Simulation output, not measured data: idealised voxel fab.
Process module under the name voxel wiring stack
Square cells of 5 nm make up the cross-section cut, whose width is 170 nm.
Square cells in a grid make up a cross-section in this document, and the grid is given as bands, listed from the top down, each one or more rows of cells.
In this notation a band is specified by the heights of its top and bottom, in that order and in nm, after which its materials appear from left to right, each paired with its width in nm. The word "all across" attached to a single material means that material fills the band from edge to edge; the word "blank" stands for empty space.
Beneath 0, the wafer as received is one material, and that level is where height counting begins. The lowest band goes on downward without a bottom; it is written like "0 down".
So if you see something like "30 to 40" for the width, read it as the top row of the band sitting at the first number and the bottom row at the second, with every row in between moving by the same amount as the last.
Step note "all unchanged" = no cross-section cell changed.
Any empty space of 8 cells or more lacking an open way to the top shows up in "Voids, fully enclosed" as width x height at distance, distance from the left edge, in nm.
The remark found on a step's line after its settings is issued by the simulator itself and pertains to that step.
"overlay nm" on a masked step: distance the mask lay right of its planned place, negative for left.
**These are the steps we planned for the process**
1) RECEIVE,material Si
2) CONFORMAL_DEP,material SiO2,thk nm 15
3) DIRECTIONAL_DEP,material TiN,thk nm 5
4) DIRECTIONAL_DEP,material Ru,thk nm 15
5) PATTERN,tone cover,mask id METAL_1,material resist,width nm 25,pitch nm 40,thk nm 15,overlay nm 0
6) DIRECTIONAL_ETCH,etch materials Ru,depth nm 15
7) DIRECTIONAL_ETCH,etch materials TiN,depth nm 5
8) STRIP,etch materials resist
9) CONFORMAL_DEP,material SiCN,thk nm 5
10) FILL_DEP,material lowk,thk nm 10
11) CMP,height nm 35
12) CONFORMAL_DEP,material SiCN,thk nm 5
13) DIRECTIONAL_DEP,material lowk,thk nm 10
14) PATTERN,tone open,mask id PLUG_1,material resist,width nm 15,thk nm 20,overlay nm 0
15) DIRECTIONAL_ETCH,etch materials lowk,depth nm 10
16) DIRECTIONAL_ETCH,etch materials SiCN,depth nm 5
17) STRIP,etch materials resist
18) CONFORMAL_DEP,material TiN,thk nm 5
19) FILL_DEP,material W,thk nm 10
20) CMP,height nm 50
21) DIRECTIONAL_DEP,material TiN,thk nm 5
22) DIRECTIONAL_DEP,material Ru,thk nm 25
23) DIRECTIONAL_DEP,material aC,thk nm 15
24) PATTERN,tone cover,mask id METAL_2,material resist,width nm 25,pitch nm 40,thk nm 30,overlay nm 0
25) DIRECTIONAL_ETCH,etch materials aC,depth nm 15
26) STRIP,etch materials resist
27) DIRECTIONAL_ETCH,etch materials Ru,depth nm 25
28) DIRECTIONAL_ETCH,etch materials TiN,depth nm 5
29) STRIP,etch materials aC
30) FILL_DEP,material lowk,thk nm 5
31) CMP,height nm 80
32) CONFORMAL_DEP,material SiCN,thk nm 5
33) DIRECTIONAL_DEP,material SiO2,thk nm 25
34) PATTERN,tone open,mask id METAL_3_HOLES,material resist,width nm 15,thk nm 15,overlay nm 0
35) DIRECTIONAL_ETCH,etch materials SiO2,depth nm 25
36) STRIP,etch materials resist
37) PATTERN,tone open,mask id METAL_3,material resist,width nm 25,pitch nm 40,thk nm 15,overlay nm 0
38) DIRECTIONAL_ETCH,etch materials SiO2,depth nm 15
39) DIRECTIONAL_ETCH,etch materials SiCN,depth nm 5
40) STRIP,etch materials resist
41) CONFORMAL_DEP,material TiN,thk nm 5
42) FILL_DEP,material Cu,thk nm 10
43) CMP,height nm 110
44) CONFORMAL_DEP,material SiN,thk nm 5
**Of two wafers, the first: run according to plan**
**as received, after step 1**
* 0 down  Si all across
* Voids, fully enclosed: none
**So this is the wafer cross-section right after step 2**
* 15 to 0  SiO2 all across
* Below 0, no change.
**So this is the wafer cross-section right after step 3**
* 20 to 15  TiN all across
* Below 15, no change.
**So this is the wafer cross-section right after step 4**
* 35 to 20  Ru all across
* Below 20, no change.
**So this is the wafer cross-section right after step 5**
* 50 to 35  blank (50)  resist (25)  blank (15)  resist (25)  blank (55)
* Below 35, no change.
**So this is the wafer cross-section right after step 6**
* 50 to 35  blank (50)  resist (25)  blank (15)  resist (25)  blank (55)
* 35 to 20  blank (50)  Ru (25)  blank (15)  Ru (25)  blank (55)
* Below 20, no change.
**So this is the wafer cross-section right after step 7**
* 50 to 35  blank (50)  resist (25)  blank (15)  resist (25)  blank (55)
* 35 to 20  blank (50)  Ru (25)  blank (15)  Ru (25)  blank (55)
* 20 to 15  blank (50)  TiN (25)  blank (15)  TiN (25)  blank (55)
* Below 15, no change.
**So this is the wafer cross-section right after step 8**
* 35 to 20  blank (50)  Ru (25)  blank (15)  Ru (25)  blank (55)
* Below 20, no change.
**So this is the wafer cross-section right after step 9**
* 40 to 35  blank (45)  SiCN (35)  blank (5)  SiCN (35)  blank (50)
* 35 to 20  blank (45)  SiCN (5)  Ru (25)  SiCN (5)  blank (5)  SiCN (5)  Ru (25)  SiCN (5)  blank (50)
* 20 to 15  SiCN (50)  TiN (25)  SiCN (15)  TiN (25)  SiCN (55)
* Below 15, no change.
**So this is the wafer cross-section right after step 10**
* 50 to 40  lowk all across
* 40 to 35  lowk (45)  SiCN (35)  lowk (5)  SiCN (35)  lowk (50)
* 35 to 20  lowk (45)  SiCN (5)  Ru (25)  SiCN (5)  lowk (5)  SiCN (5)  Ru (25)  SiCN (5)  lowk (50)
* Below 20, no change.
**So this is the wafer cross-section right after step 11**
* 35 to 20  lowk (45)  SiCN (5)  Ru (25)  SiCN (5)  lowk (5)  SiCN (5)  Ru (25)  SiCN (5)  lowk (50)
* Below 20, no change.
**So this is the wafer cross-section right after step 12**
* 40 to 35  SiCN all across
* Below 35, no change.
**So this is the wafer cross-section right after step 13**
* 50 to 40  lowk all across
* Below 40, no change.
**So this is the wafer cross-section right after step 14**
* 70 to 50  resist (50)  blank (15)  resist (105)
* Below 50, no change.
**So this is the wafer cross-section right after step 15**
* 70 to 50  resist (50)  blank (15)  resist (105)
* 50 to 40  lowk (50)  blank (15)  lowk (105)
* Below 40, no change.
**So this is the wafer cross-section right after step 16**
* 70 to 50  resist (50)  blank (15)  resist (105)
* 50 to 40  lowk (50)  blank (15)  lowk (105)
* 40 to 35  SiCN (50)  blank (15)  SiCN (105)
* Below 35, no change.
**So this is the wafer cross-section right after step 17**
* 50 to 40  lowk (50)  blank (15)  lowk (105)
* Below 40, no change.
**So this is the wafer cross-section right after step 18**
* 55 to 50  TiN (55)  blank (5)  TiN (110)
* 50 to 40  lowk (50)  TiN (5)  blank (5)  TiN (5)  lowk (105)
* 40 to 35  SiCN (50)  TiN (15)  SiCN (105)
* Below 35, no change.
**So this is the wafer cross-section right after step 19**
* 65 to 55  W all across
* 55 to 50  TiN (55)  W (5)  TiN (110)
* 50 to 40  lowk (50)  TiN (5)  W (5)  TiN (5)  lowk (105)
* Below 40, no change.
**So this is the wafer cross-section right after step 20**
* 50 to 40  lowk (50)  TiN (5)  W (5)  TiN (5)  lowk (105)
* Below 40, no change.
**So this is the wafer cross-section right after step 21**
* 55 to 50  TiN all across
* Below 50, no change.
**So this is the wafer cross-section right after step 22**
* 80 to 55  Ru all across
* Below 55, no change.
**So this is the wafer cross-section right after step 23**
* 95 to 80  aC all across
* Below 80, no change.
**So this is the wafer cross-section right after step 24**
* 125 to 95  blank (50)  resist (25)  blank (15)  resist (25)  blank (55)
* Below 95, no change.
**So this is the wafer cross-section right after step 25**
* 110 to 95  blank (50)  resist (25)  blank (15)  resist (25)  blank (55)
* 95 to 80  blank (50)  aC (25)  blank (15)  aC (25)  blank (55)
* Below 80, no change.
**So this is the wafer cross-section right after step 26**
* 95 to 80  blank (50)  aC (25)  blank (15)  aC (25)  blank (55)
* Below 80, no change.
**So this is the wafer cross-section right after step 27**
* 95 to 80  blank (50)  aC (25)  blank (15)  aC (25)  blank (55)
* 80 to 55  blank (50)  Ru (25)  blank (15)  Ru (25)  blank (55)
* Below 55, no change.
**So this is the wafer cross-section right after step 28**
* 95 to 80  blank (50)  aC (25)  blank (15)  aC (25)  blank (55)
* 80 to 55  blank (50)  Ru (25)  blank (15)  Ru (25)  blank (55)
* 55 to 50  blank (50)  TiN (25)  blank (15)  TiN (25)  blank (55)
* Below 50, no change.
**So this is the wafer cross-section right after step 29**
* 80 to 55  blank (50)  Ru (25)  blank (15)  Ru (25)  blank (55)
* Below 55, no change.
**So this is the wafer cross-section right after step 30**
* 85 to 80  lowk all across
* 80 to 55  lowk (50)  Ru (25)  lowk (15)  Ru (25)  lowk (55)
* 55 to 50  lowk (50)  TiN (25)  lowk (15)  TiN (25)  lowk (55)
* Below 50, no change.
**So this is the wafer cross-section right after step 31**
* 80 to 55  lowk (50)  Ru (25)  lowk (15)  Ru (25)  lowk (55)
* Below 55, no change.
**So this is the wafer cross-section right after step 32**
* 85 to 80  SiCN all across
* Below 80, no change.
**So this is the wafer cross-section right after step 33**
* 110 to 85  SiO2 all across
* Below 85, no change.
**So this is the wafer cross-section right after step 34**
* 125 to 110  resist (50)  blank (15)  resist (105)
* Below 110, no change.
**So this is the wafer cross-section right after step 35**
* 125 to 110  resist (50)  blank (15)  resist (105)
* 110 to 85  SiO2 (50)  blank (15)  SiO2 (105)
* Below 85, no change.
**So this is the wafer cross-section right after step 36**
* 110 to 85  SiO2 (50)  blank (15)  SiO2 (105)
* Below 85, no change.
**So this is the wafer cross-section right after step 37**
* 125 to 110  resist (50)  blank (25)  resist (15)  blank (25)  resist (55)
* Below 110, no change.
**So this is the wafer cross-section right after step 38**
* 125 to 110  resist (50)  blank (25)  resist (15)  blank (25)  resist (55)
* 110 to 95  SiO2 (50)  blank (25)  SiO2 (15)  blank (25)  SiO2 (55)
* Below 95, no change.
**So this is the wafer cross-section right after step 39**
* 125 to 110  resist (50)  blank (25)  resist (15)  blank (25)  resist (55)
* 110 to 95  SiO2 (50)  blank (25)  SiO2 (15)  blank (25)  SiO2 (55)
* 95 to 85  SiO2 (50)  blank (15)  SiO2 (105)
* 85 to 80  SiCN (50)  blank (15)  SiCN (105)
* Below 80, no change.
**So this is the wafer cross-section right after step 40**
* 110 to 95  SiO2 (50)  blank (25)  SiO2 (15)  blank (25)  SiO2 (55)
* Below 95, no change.
**So this is the wafer cross-section right after step 41**
* 115 to 110  TiN (55)  blank (15)  TiN (25)  blank (15)  TiN (60)
* 110 to 100  SiO2 (50)  TiN (5)  blank (15)  TiN (5)  SiO2 (15)  TiN (5)  blank (15)  TiN (5)  SiO2 (55)
* 100 to 95  SiO2 (50)  TiN (5)  blank (5)  TiN (15)  SiO2 (15)  TiN (25)  SiO2 (55)
* 95 to 85  SiO2 (50)  TiN (5)  blank (5)  TiN (5)  SiO2 (105)
* 85 to 80  SiCN (50)  TiN (15)  SiCN (105)
* Below 80, no change.
**So this is the wafer cross-section right after step 42**
* 125 to 115  Cu all across
* 115 to 110  TiN (55)  Cu (15)  TiN (25)  Cu (15)  TiN (60)
* 110 to 100  SiO2 (50)  TiN (5)  Cu (15)  TiN (5)  SiO2 (15)  TiN (5)  Cu (15)  TiN (5)  SiO2 (55)
* 100 to 95  SiO2 (50)  TiN (5)  Cu (5)  TiN (15)  SiO2 (15)  TiN (25)  SiO2 (55)
* 95 to 85  SiO2 (50)  TiN (5)  Cu (5)  TiN (5)  SiO2 (105)
* Below 85, no change.
**So this is the wafer cross-section right after step 43**
* 110 to 100  SiO2 (50)  TiN (5)  Cu (15)  TiN (5)  SiO2 (15)  TiN (5)  Cu (15)  TiN (5)  SiO2 (55)
* Below 100, no change.
**So this is the wafer cross-section right after step 44**
* 115 to 110  SiN all across
* Below 110, no change.
**second wafer: like start, like plan, one mistake. Through step 23 it matches the first wafer**
**The second wafer cut through, at the time step 24 was supposed to be finished**
* 125 to 95  blank (55)  resist (20)  blank (20)  resist (20)  blank (55)
* Below 95, no change.
**The second wafer cut through, at the time step 25 was supposed to be finished**
* 110 to 95  blank (55)  resist (20)  blank (20)  resist (20)  blank (55)
* 95 to 80  blank (55)  aC (20)  blank (20)  aC (20)  blank (55)
* Below 80, no change.
**The second wafer cut through, at the time step 26 was supposed to be finished**
* 95 to 80  blank (55)  aC (20)  blank (20)  aC (20)  blank (55)
* Below 80, no change.
**The second wafer cut through, at the time step 27 was supposed to be finished**
* 95 to 80  blank (55)  aC (20)  blank (20)  aC (20)  blank (55)
* 80 to 55  blank (55)  Ru (20)  blank (20)  Ru (20)  blank (55)
* Below 55, no change.
**The second wafer cut through, at the time step 28 was supposed to be finished**
* 95 to 80  blank (55)  aC (20)  blank (20)  aC (20)  blank (55)
* 80 to 55  blank (55)  Ru (20)  blank (20)  Ru (20)  blank (55)
* 55 to 50  blank (55)  TiN (20)  blank (20)  TiN (20)  blank (55)
* Below 50, no change.
**The second wafer cut through, at the time step 29 was supposed to be finished**
* 80 to 55  blank (55)  Ru (20)  blank (20)  Ru (20)  blank (55)
* Below 55, no change.
**The second wafer cut through, at the time step 30 was supposed to be finished**
* 85 to 80  lowk all across
* 80 to 55  lowk (55)  Ru (20)  lowk (20)  Ru (20)  lowk (55)
* 55 to 50  lowk (55)  TiN (20)  lowk (20)  TiN (20)  lowk (55)
* Below 50, no change.
**The second wafer cut through, at the time step 31 was supposed to be finished**
* 80 to 55  lowk (55)  Ru (20)  lowk (20)  Ru (20)  lowk (55)
* Below 55, no change.
**The second wafer cut through, at the time step 32 was supposed to be finished**
* 85 to 80  SiCN all across
* Below 80, no change.
**The second wafer cut through, at the time step 33 was supposed to be finished**
* 110 to 85  SiO2 all across
* Below 85, no change.
**The second wafer cut through, at the time step 34 was supposed to be finished**
* 125 to 110  resist (50)  blank (15)  resist (105)
* Below 110, no change.
**The second wafer cut through, at the time step 35 was supposed to be finished**
* 125 to 110  resist (50)  blank (15)  resist (105)
* 110 to 85  SiO2 (50)  blank (15)  SiO2 (105)
* Below 85, no change.
**The second wafer cut through, at the time step 36 was supposed to be finished**
* 110 to 85  SiO2 (50)  blank (15)  SiO2 (105)
* Below 85, no change.
**The second wafer cut through, at the time step 37 was supposed to be finished**
* 125 to 110  resist (50)  blank (25)  resist (15)  blank (25)  resist (55)
* Below 110, no change.
**The second wafer cut through, at the time step 38 was supposed to be finished**
* 125 to 110  resist (50)  blank (25)  resist (15)  blank (25)  resist (55)
* 110 to 95  SiO2 (50)  blank (25)  SiO2 (15)  blank (25)  SiO2 (55)
* Below 95, no change.
**The second wafer cut through, at the time step 39 was supposed to be finished**
* 125 to 110  resist (50)  blank (25)  resist (15)  blank (25)  resist (55)
* 110 to 95  SiO2 (50)  blank (25)  SiO2 (15)  blank (25)  SiO2 (55)
* 95 to 85  SiO2 (50)  blank (15)  SiO2 (105)
* 85 to 80  SiCN (50)  blank (15)  SiCN (105)
* Below 80, no change.
**The second wafer cut through, at the time step 40 was supposed to be finished**
* 110 to 95  SiO2 (50)  blank (25)  SiO2 (15)  blank (25)  SiO2 (55)
* Below 95, no change.
**The second wafer cut through, at the time step 41 was supposed to be finished**
* 115 to 110  TiN (55)  blank (15)  TiN (25)  blank (15)  TiN (60)
* 110 to 100  SiO2 (50)  TiN (5)  blank (15)  TiN (5)  SiO2 (15)  TiN (5)  blank (15)  TiN (5)  SiO2 (55)
* 100 to 95  SiO2 (50)  TiN (5)  blank (5)  TiN (15)  SiO2 (15)  TiN (25)  SiO2 (55)
* 95 to 85  SiO2 (50)  TiN (5)  blank (5)  TiN (5)  SiO2 (105)
* 85 to 80  SiCN (50)  TiN (15)  SiCN (105)
* Below 80, no change.
**The second wafer cut through, at the time step 42 was supposed to be finished**
* 125 to 115  Cu all across
* 115 to 110  TiN (55)  Cu (15)  TiN (25)  Cu (15)  TiN (60)
* 110 to 100  SiO2 (50)  TiN (5)  Cu (15)  TiN (5)  SiO2 (15)  TiN (5)  Cu (15)  TiN (5)  SiO2 (55)
* 100 to 95  SiO2 (50)  TiN (5)  Cu (5)  TiN (15)  SiO2 (15)  TiN (25)  SiO2 (55)
* 95 to 85  SiO2 (50)  TiN (5)  Cu (5)  TiN (5)  SiO2 (105)
* Below 85, no change.
**The second wafer cut through, at the time step 43 was supposed to be finished**
* 110 to 100  SiO2 (50)  TiN (5)  Cu (15)  TiN (5)  SiO2 (15)  TiN (5)  Cu (15)  TiN (5)  SiO2 (55)
* Below 100, no change.
**The second wafer cut through, at the time step 44 was supposed to be finished**
* 115 to 110  SiN all across
* Below 110, no change.
Short version of what went wrong: off-plan run, step 24, actual operation and settings PATTERN,tone cover,mask id METAL_2,material resist,width nm 20,pitch nm 40,thk nm 30,overlay nm 0
Counted in cells at the end, the second wafer holds more or fewer of these materials than the first: 10 fewer of Ru | 2 fewer of TiN | 12 more of lowk
